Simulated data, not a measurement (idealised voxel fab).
Proc. module: voxel gate over fins
It is cross-section cut that appears here, measuring 255 nm in width, its square cells being 5 nm in size.
Square cells in a grid make up a cross-section in this document, and the grid is given as bands, listed from the top down, each one or more rows of cells. Read a band's entry like this: the first values are the height of its top and the height of its bottom in nm, and what follows is the sequence of materials from left to right, each with its width in nm. Note that "air" is empty space, and that a single material marked "all across" reaches across the band from edge to edge. A quick word on heights: they are counted from 0, and under that level the wafer as it came to us is one material throughout. The lowest band is different from the rest in having no bottom; it simply continues downward, written as in "0 nm and below". Think of "30 to 40" as a width that walks from the first number to the second as you go down the band, top row to bottom row, taking equal-sized steps from row to row. A step reported as "remained the same" is a step in which no cell of the cross-section changed. Empty spaces counting at least 8 cells and having no open way to the top are listed in "Cavities, closed". The notation width x height at distance is used for each, the distance being from the left edge and all three values in nm. On a step's line, text after the settings is the simulator commenting on that step. Regarding "overlay nm": on a step with a mask, it is the distance the mask lay to the right of its planned place; a negative value places it to the left.

[These are the steps we planned for the process]
1,RECEIVE,material Si
2,CONFORMAL_DEP,material SiN,thk nm 5
3,PATTERN,tone cover,mask id FINS,material resist,width nm 15,pitch nm 35,thk nm 20,overlay nm 0
4,DIRECTIONAL_ETCH,etch materials SiN,depth nm 5
5,DIRECTIONAL_ETCH,etch materials Si,depth nm 30
6,STRIP,etch materials resist
7,OXIDIZE,depth nm 5
8,FILL_DEP,material SiO2,thk nm 10
9,CMP,height nm 5
10,SELECTIVE_ETCH,etch materials SiO2,depth nm 15
11,STRIP,etch materials SiN
12,CONFORMAL_DEP,material HfO2,thk nm 5
13,CONFORMAL_DEP,material TiN,thk nm 5
14,CONFORMAL_DEP,material TiAl,thk nm 5
15,CONFORMAL_DEP,material TiN,thk nm 5
16,FILL_DEP,material W,thk nm 15
17,CMP,height nm 30
18,CONFORMAL_DEP,material SiCN,thk nm 10
Be aware that, although all wafers share a common starting state, the depth nm at step 5 differs among them, and the plan displays the first wafer's value.

[Step 1 complete: as-received cross-section of the first of several wafers]
* 0 nm and below = Si all across
* Cavities, closed: none

[First of several wafers, sectioned at end of module (last step: step 18)]
* 40 nm to 30 nm = SiCN all across
* 30 nm to 20 nm = W all across
* 20 nm to 15 nm = W (50); TiN (150); W (55)
* 15 nm to 10 nm = W (50); TiN (5); TiAl (140); TiN (5); W (55)
* 10 nm to 5 nm = TiN (55); TiAl (5); TiN (25); TiAl (10); TiN (25); TiAl (10); TiN (25); TiAl (10); TiN (25); TiAl (5); TiN (60)
* 5 nm to 0 nm = TiAl (60); TiN (5); HfO2 (15); TiN (5); TiAl (10); TiN (5); HfO2 (15); TiN (5); TiAl (10); TiN (5); HfO2 (15); TiN (5); TiAl (10); TiN (5); HfO2 (15); TiN (5); TiAl (65)
* 0 nm to -5 nm = TiN (65); HfO2 (5); Si (5); HfO2 (5); TiN (20); HfO2 (5); Si (5); HfO2 (5); TiN (20); HfO2 (5); Si (5); HfO2 (5); TiN (20); HfO2 (5); Si (5); HfO2 (5); TiN (70)
* -5 nm to -10 nm = HfO2 (70); Si (5); HfO2 (30); Si (5); HfO2 (30); Si (5); HfO2 (30); Si (5); HfO2 (75)
* -10 nm to -35 nm = SiO2 (70); Si (5); SiO2 (30); Si (5); SiO2 (30); Si (5); SiO2 (30); Si (5); SiO2 (75)
* -35 nm and below = Si all across
* Cavities, closed: none

[Module end, final wafer: cross-section]
* 40 nm to 30 nm = SiCN all across
* 30 nm to 20 nm = W all across
* 20 nm to 15 nm = W (50); TiN (150); W (55)
* 15 nm to 10 nm = W (50); TiN (5); TiAl (140); TiN (5); W (55)
* 10 nm to 5 nm = TiN (55); TiAl (5); TiN (25); TiAl (10); TiN (25); TiAl (10); TiN (25); TiAl (10); TiN (25); TiAl (5); TiN (60)
* 5 nm to 0 nm = TiAl (60); TiN (5); HfO2 (15); TiN (5); TiAl (10); TiN (5); HfO2 (15); TiN (5); TiAl (10); TiN (5); HfO2 (15); TiN (5); TiAl (10); TiN (5); HfO2 (15); TiN (5); TiAl (65)
* 0 nm to -5 nm = TiN (65); HfO2 (5); Si (5); HfO2 (5); TiN (20); HfO2 (5); Si (5); HfO2 (5); TiN (20); HfO2 (5); Si (5); HfO2 (5); TiN (20); HfO2 (5); Si (5); HfO2 (5); TiN (70)
* -5 nm to -10 nm = HfO2 (70); Si (5); HfO2 (30); Si (5); HfO2 (30); Si (5); HfO2 (30); Si (5); HfO2 (75)
* -10 nm to -60 nm = SiO2 (70); Si (5); SiO2 (30); Si (5); SiO2 (30); Si (5); SiO2 (30); Si (5); SiO2 (75)
* -60 nm and below = Si all across
* Cavities, closed: none

[Where each wafer stands at the end of the module, a row apiece: cells of each material gained (+) or lost (-) since it was received, then closed voids]
depth nm 30; +67 HfO2; -329 Si; +102 SiCN; +235 SiO2; +67 TiAl; +122 TiN; +144 W; Cavities, closed: none
depth nm 35; +67 HfO2; -376 Si; +102 SiCN; +282 SiO2; +67 TiAl; +122 TiN; +144 W; Cavities, closed: none
depth nm 40; +67 HfO2; -423 Si; +102 SiCN; +329 SiO2; +67 TiAl; +122 TiN; +144 W; Cavities, closed: none
depth nm 45; +67 HfO2; -470 Si; +102 SiCN; +376 SiO2; +67 TiAl; +122 TiN; +144 W; Cavities, closed: none
depth nm 50; +67 HfO2; -517 Si; +102 SiCN; +423 SiO2; +67 TiAl; +122 TiN; +144 W; Cavities, closed: none
depth nm 55; +67 HfO2; -564 Si; +102 SiCN; +470 SiO2; +67 TiAl; +122 TiN; +144 W; Cavities, closed: none
